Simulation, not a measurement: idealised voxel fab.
The process module presented herein is designated voxel spacer lines.
Square cell edge 5 nm, section width 190 nm, ID cut.
Cross-section, as written here: a square-cell grid given band by band from the top down, where a band holds one or more rows of cells. Within each band entry, the heights of the top and of the bottom of the band appear first, in that order and in nm; the materials of the band then follow from left to right, each with its corresponding width in nm. The designation "all across" on a single material indicates that it fills the band from edge to edge; the designation "empty" indicates empty space. A quick word on heights: they are counted from 0, and under that level the wafer as it came to us is one material throughout. The lowest band is different from the rest in having no bottom; it simply continues downward, written as in "0 down". The expression "30 to 40" gives the width at the extremes of the band, the first number at its top row of cells and the second at its bottom row, with the width changing by equal amounts from each row to the next in between. Basically "nothing altered" means that step didn't change any cell in the cross-section. In "Enclosed voids" the enclosed voids are listed, meaning empty spaces of 8 cells or larger without any opening to the top. The form is width x height at distance, distance from the left edge, units nm. Note: text after step settings on the step line = simulator remark on that step. For masked steps, "overlay nm" on the step line gives how far right of plan the mask actually lay; a minus sign means it lay to the left.
Planned process steps:
step 1: RECEIVE,material Si
step 2: CONFORMAL_DEP,material Al2O3,thk nm 10
step 3: DIRECTIONAL_DEP,material polySi,thk nm 10
step 4: DIRECTIONAL_DEP,material aC,thk nm 20
step 5: PATTERN,tone cover,mask id MANDREL,material resist,width nm 20,pitch nm 70,thk nm 25,overlay nm 0
step 6: DIRECTIONAL_ETCH,etch materials aC,depth nm 20
step 7: STRIP,etch materials resist
step 8: CONFORMAL_DEP,material SiO2,thk nm 15
step 9: DIRECTIONAL_ETCH,etch materials SiO2,depth nm 15
step 10: STRIP,etch materials aC
step 11: DIRECTIONAL_ETCH,etch materials polySi,depth nm 10
step 12: STRIP,etch materials SiO2
step 13: FILL_DEP,material lowk,thk nm 10
step 14: CMP,height nm 20
Account of the first of two wafers, which was processed as intended:
Step 1 complete: cross-section of the wafer as received:
  0 down | Si all across
  Enclosed voids: none
So this is the wafer cross-section right after step 2:
  10 to 0 | Al2O3 all across
  Heights below 0 show no change.
So this is the wafer cross-section right after step 3:
  20 to 10 | polySi all across
  Heights below 10 show no change.
So this is the wafer cross-section right after step 4:
  40 to 20 | aC all across
  Heights below 20 show no change.
So this is the wafer cross-section right after step 5:
  65 to 40 | 15 nm empty, then 20 nm resist, then 50 nm empty, then 20 nm resist, then 50 nm empty, then 20 nm resist, then 15 nm empty
  Heights below 40 show no change.
So this is the wafer cross-section right after step 6:
  45 to 40 | 15 nm empty, then 20 nm resist, then 50 nm empty, then 20 nm resist, then 50 nm empty, then 20 nm resist, then 15 nm empty
  40 to 20 | 15 nm empty, then 20 nm aC, then 50 nm empty, then 20 nm aC, then 50 nm empty, then 20 nm aC, then 15 nm empty
  Heights below 20 show no change.
So this is the wafer cross-section right after step 7:
  40 to 20 | 15 nm empty, then 20 nm aC, then 50 nm empty, then 20 nm aC, then 50 nm empty, then 20 nm aC, then 15 nm empty
  Heights below 20 show no change.
So this is the wafer cross-section right after step 8:
  55 to 40 | 50 nm SiO2, then 20 nm empty, then 50 nm SiO2, then 20 nm empty, then 50 nm SiO2
  40 to 35 | 15 nm SiO2, then 20 nm aC, then 15 nm SiO2, then 20 nm empty, then 15 nm SiO2, then 20 nm aC, then 15 nm SiO2, then 20 nm empty, then 15 nm SiO2, then 20 nm aC, then 15 nm SiO2
  35 to 20 | 15 nm SiO2, then 20 nm aC, then 50 nm SiO2, then 20 nm aC, then 50 nm SiO2, then 20 nm aC, then 15 nm SiO2
  Heights below 20 show no change.
So this is the wafer cross-section right after step 9:
  40 to 20 | 15 nm SiO2, then 20 nm aC, then 15 nm SiO2, then 20 nm empty, then 15 nm SiO2, then 20 nm aC, then 15 nm SiO2, then 20 nm empty, then 15 nm SiO2, then 20 nm aC, then 15 nm SiO2
  Heights below 20 show no change.
So this is the wafer cross-section right after step 10:
  40 to 20 | 15 nm SiO2, then 20 nm empty, then 15 nm SiO2, then 20 nm empty, then 15 nm SiO2, then 20 nm empty, then 15 nm SiO2, then 20 nm empty, then 15 nm SiO2, then 20 nm empty, then 15 nm SiO2
  Heights below 20 show no change.
So this is the wafer cross-section right after step 11:
  40 to 20 | 15 nm SiO2, then 20 nm empty, then 15 nm SiO2, then 20 nm empty, then 15 nm SiO2, then 20 nm empty, then 15 nm SiO2, then 20 nm empty, then 15 nm SiO2, then 20 nm empty, then 15 nm SiO2
  20 to 10 | 15 nm polySi, then 20 nm empty, then 15 nm polySi, then 20 nm empty, then 15 nm polySi, then 20 nm empty, then 15 nm polySi, then 20 nm empty, then 15 nm polySi, then 20 nm empty, then 15 nm polySi
  Heights below 10 show no change.
So this is the wafer cross-section right after step 12:
  20 to 10 | 15 nm polySi, then 20 nm empty, then 15 nm polySi, then 20 nm empty, then 15 nm polySi, then 20 nm empty, then 15 nm polySi, then 20 nm empty, then 15 nm polySi, then 20 nm empty, then 15 nm polySi
  Heights below 10 show no change.
So this is the wafer cross-section right after step 13:
  30 to 20 | lowk all across
  20 to 10 | 15 nm polySi, then 20 nm lowk, then 15 nm polySi, then 20 nm lowk, then 15 nm polySi, then 20 nm lowk, then 15 nm polySi, then 20 nm lowk, then 15 nm polySi, then 20 nm lowk, then 15 nm polySi
  Heights below 10 show no change.
So this is the wafer cross-section right after step 14:
  20 to 10 | 15 nm polySi, then 20 nm lowk, then 15 nm polySi, then 20 nm lowk, then 15 nm polySi, then 20 nm lowk, then 15 nm polySi, then 20 nm lowk, then 15 nm polySi, then 20 nm lowk, then 15 nm polySi
  Heights below 10 show no change.
Second wafer: same start and same plan as the first, one execution error; identical to the first through step 8:
Look at the second wafer in cross-section at the time step 9 ought to have finished:
  40 to 25 | 15 nm empty, then 20 nm aC, then 50 nm empty, then 20 nm aC, then 50 nm empty, then 20 nm aC, then 15 nm empty
  25 to 20 | 15 nm SiO2, then 20 nm aC, then 15 nm SiO2, then 20 nm empty, then 15 nm SiO2, then 20 nm aC, then 15 nm SiO2, then 20 nm empty, then 15 nm SiO2, then 20 nm aC, then 15 nm SiO2
  Heights below 20 show no change.
Look at the second wafer in cross-section at the time step 10 ought to have finished:
  25 to 20 | 15 nm SiO2, then 20 nm empty, then 15 nm SiO2, then 20 nm empty, then 15 nm SiO2, then 20 nm empty, then 15 nm SiO2, then 20 nm empty, then 15 nm SiO2, then 20 nm empty, then 15 nm SiO2
  Heights below 20 show no change.
Look at the second wafer in cross-section at the time step 11 ought to have finished:
  25 to 20 | 15 nm SiO2, then 20 nm empty, then 15 nm SiO2, then 20 nm empty, then 15 nm SiO2, then 20 nm empty, then 15 nm SiO2, then 20 nm empty, then 15 nm SiO2, then 20 nm empty, then 15 nm SiO2
  20 to 10 | 15 nm polySi, then 20 nm empty, then 15 nm polySi, then 20 nm empty, then 15 nm polySi, then 20 nm empty, then 15 nm polySi, then 20 nm empty, then 15 nm polySi, then 20 nm empty, then 15 nm polySi
  Heights below 10 show no change.
Look at the second wafer in cross-section at the time step 12 ought to have finished:
  20 to 10 | 15 nm polySi, then 20 nm empty, then 15 nm polySi, then 20 nm empty, then 15 nm polySi, then 20 nm empty, then 15 nm polySi, then 20 nm empty, then 15 nm polySi, then 20 nm empty, then 15 nm polySi
  Heights below 10 show no change.
Look at the second wafer in cross-section at the time step 13 ought to have finished:
  30 to 20 | lowk all across
  20 to 10 | 15 nm polySi, then 20 nm lowk, then 15 nm polySi, then 20 nm lowk, then 15 nm polySi, then 20 nm lowk, then 15 nm polySi, then 20 nm lowk, then 15 nm polySi, then 20 nm lowk, then 15 nm polySi
  Heights below 10 show no change.
Look at the second wafer in cross-section at the time step 14 ought to have finished:
  20 to 10 | 15 nm polySi, then 20 nm lowk, then 15 nm polySi, then 20 nm lowk, then 15 nm polySi, then 20 nm lowk, then 15 nm polySi, then 20 nm lowk, then 15 nm polySi, then 20 nm lowk, then 15 nm polySi
  Heights below 10 show no change.
Here's what went sideways: step 9, plan: ran twice
It should be noted that the final cross-sections of the two wafers coincide, and the mistake therefore has no effect on the output of this model.
